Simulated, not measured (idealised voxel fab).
Proc. module: voxel wiring stack
FYI the section here is cut, 300 nm wide, cells are 5 nm squares.
Cross-section spec: square-cell grid; bands listed top down; each band is one or more rows.
For a band, the entry starts with two heights in nm, that of the top and then that of the bottom, and carries on with the band's materials in order from left to right, each alongside its width in nm; the word "full width" beside a single material means it fills the band edge to edge, and "air" means empty space.
Where do heights start? At 0: under that level the wafer as delivered is made of one material only. And the lowest band has no floor; it just carries on downward, as in "z 0 and below".
When a width is written as two numbers, as in "30->40", the first number is the width in the top row of cells of the band and the second is the width in its bottom row, and the width changes by the same amount from each row to the next.
Reading "no change" for a step: not a cell of the cross-section changed in it.
Reported under the label "Completely enclosed voids" are the empty spaces having no open way to the top and comprising 8 cells or more; the notation for each is width x height at distance, in which the distance is measured from the left edge and all three values are in nm.
Read whatever lies past the settings on a step's line as the simulator's own remark about the step.
"overlay nm" on a masked step: distance the mask lay right of its planned place, negative for left.

List of planned process steps:
| 1 | RECEIVE | material Si |
| 2 | CONFORMAL_DEP | material SiO2 | thk nm 15 |
| 3 | DIRECTIONAL_DEP | material TiN | thk nm 5 |
| 4 | DIRECTIONAL_DEP | material W | thk nm 25 |
| 5 | DIRECTIONAL_DEP | material aC | thk nm 15 |
| 6 | PATTERN | tone cover | mask id METAL_1 | material resist | width nm 30 | pitch nm 50 | thk nm 35 | overlay nm 0 |
| 7 | DIRECTIONAL_ETCH | etch materials aC | depth nm 15 |
| 8 | STRIP | etch materials resist |
| 9 | DIRECTIONAL_ETCH | etch materials W | depth nm 25 |
| 10 | DIRECTIONAL_ETCH | etch materials TiN | depth nm 5 |
| 11 | STRIP | etch materials aC |
| 12 | CONFORMAL_DEP | material SiCN | thk nm 5 |
| 13 | FILL_DEP | material lowk | thk nm 10 |
| 14 | CMP | height nm 45 |
| 15 | CONFORMAL_DEP | material SiCN | thk nm 5 |
| 16 | DIRECTIONAL_DEP | material SiO2 | thk nm 15 |
| 17 | DIRECTIONAL_DEP | material aC | thk nm 10 |
| 18 | PATTERN | tone open | mask id PLUG_1 | material resist | width nm 15 | pitch nm 50 | thk nm 30 | overlay nm 0 |
| 19 | DIRECTIONAL_ETCH | etch materials aC | depth nm 10 |
| 20 | STRIP | etch materials resist |
| 21 | DIRECTIONAL_ETCH | etch materials SiO2 | depth nm 15 |
| 22 | DIRECTIONAL_ETCH | etch materials SiCN | depth nm 5 |
| 23 | STRIP | etch materials aC |
| 24 | EPI | material Ru | thk nm 10 |
| 25 | EPI | material Ru | thk nm 10 |
| 26 | DIRECTIONAL_DEP | material TiN | thk nm 5 |
| 27 | DIRECTIONAL_DEP | material Ru | thk nm 15 |
| 28 | PATTERN | tone cover | mask id METAL_2 | material resist | width nm 30 | pitch nm 50 | thk nm 15 | overlay nm 0 |
| 29 | DIRECTIONAL_ETCH | etch materials Ru | depth nm 15 |
| 30 | DIRECTIONAL_ETCH | etch materials TiN | depth nm 5 |
| 31 | STRIP | etch materials resist |
| 32 | CONFORMAL_DEP | material SiN | thk nm 5 |
| 33 | FILL_DEP | material lowk | thk nm 10 |
| 34 | CMP | height nm 85 |
| 35 | CONFORMAL_DEP | material SiN | thk nm 5 |

Cross-section of the incoming wafer, state after step 1:
- z 0 and below = Si full width
- Completely enclosed voids: none

Cross-sectional view of the first of the two wafers upon completion of the module, processed in accordance with the plan:
- z 90 to 85 = SiN full width
- z 85 to 70 = 80 nm lowk / 5 nm SiN / 30 nm Ru / 5 nm SiN / 10 nm lowk / 5 nm SiN / 30 nm Ru / 5 nm SiN / 10 nm lowk / 5 nm SiN / 30 nm Ru / 5 nm SiN / 80 nm lowk
- z 70 to 65 = 85 nm SiN / 30 nm TiN / 20 nm SiN / 30 nm TiN / 20 nm SiN / 30 nm TiN / 85 nm SiN
- z 65 to 50 = 85 nm SiO2 / 15 nm Ru / 35 nm SiO2 / 15 nm Ru / 35 nm SiO2 / 15 nm Ru / 100 nm SiO2
- z 50 to 45 = 85 nm SiCN / 15 nm Ru / 35 nm SiCN / 15 nm Ru / 35 nm SiCN / 15 nm Ru / 100 nm SiCN
- z 45 to 20 = 80 nm lowk / 5 nm SiCN / 30 nm W / 5 nm SiCN / 10 nm lowk / 5 nm SiCN / 30 nm W / 5 nm SiCN / 10 nm lowk / 5 nm SiCN / 30 nm W / 5 nm SiCN / 80 nm lowk
- z 20 to 15 = 85 nm SiCN / 30 nm TiN / 20 nm SiCN / 30 nm TiN / 20 nm SiCN / 30 nm TiN / 85 nm SiCN
- z 15 to 0 = SiO2 full width
- z 0 and below = Si full width
- Completely enclosed voids: none

Second wafer at the end: like start, like plan, one mistake:
- z 90 to 85 = TiN full width
- z 85 to 70 = 80 nm lowk / 5 nm SiN / 30 nm Ru / 5 nm SiN / 10 nm lowk / 5 nm SiN / 30 nm Ru / 5 nm SiN / 10 nm lowk / 5 nm SiN / 30 nm Ru / 5 nm SiN / 80 nm lowk
- z 70 to 65 = 85 nm SiN / 30 nm TiN / 20 nm SiN / 30 nm TiN / 20 nm SiN / 30 nm TiN / 85 nm SiN
- z 65 to 50 = 85 nm SiO2 / 15 nm Ru / 35 nm SiO2 / 15 nm Ru / 35 nm SiO2 / 15 nm Ru / 100 nm SiO2
- z 50 to 45 = 85 nm SiCN / 15 nm Ru / 35 nm SiCN / 15 nm Ru / 35 nm SiCN / 15 nm Ru / 100 nm SiCN
- z 45 to 20 = 80 nm lowk / 5 nm SiCN / 30 nm W / 5 nm SiCN / 10 nm lowk / 5 nm SiCN / 30 nm W / 5 nm SiCN / 10 nm lowk / 5 nm SiCN / 30 nm W / 5 nm SiCN / 80 nm lowk
- z 20 to 15 = 85 nm SiCN / 30 nm TiN / 20 nm SiCN / 30 nm TiN / 20 nm SiCN / 30 nm TiN / 85 nm SiCN
- z 15 to 0 = SiO2 full width
- z 0 and below = Si full width
- Completely enclosed voids: none
what went wrong: the process deviated at step 35: the operation and settings actually run there were CONFORMAL_DEP | material TiN | thk nm 5
The closing comparison, in cells, has the second wafer with more or fewer of some materials than the first: SiN -60 | TiN +60
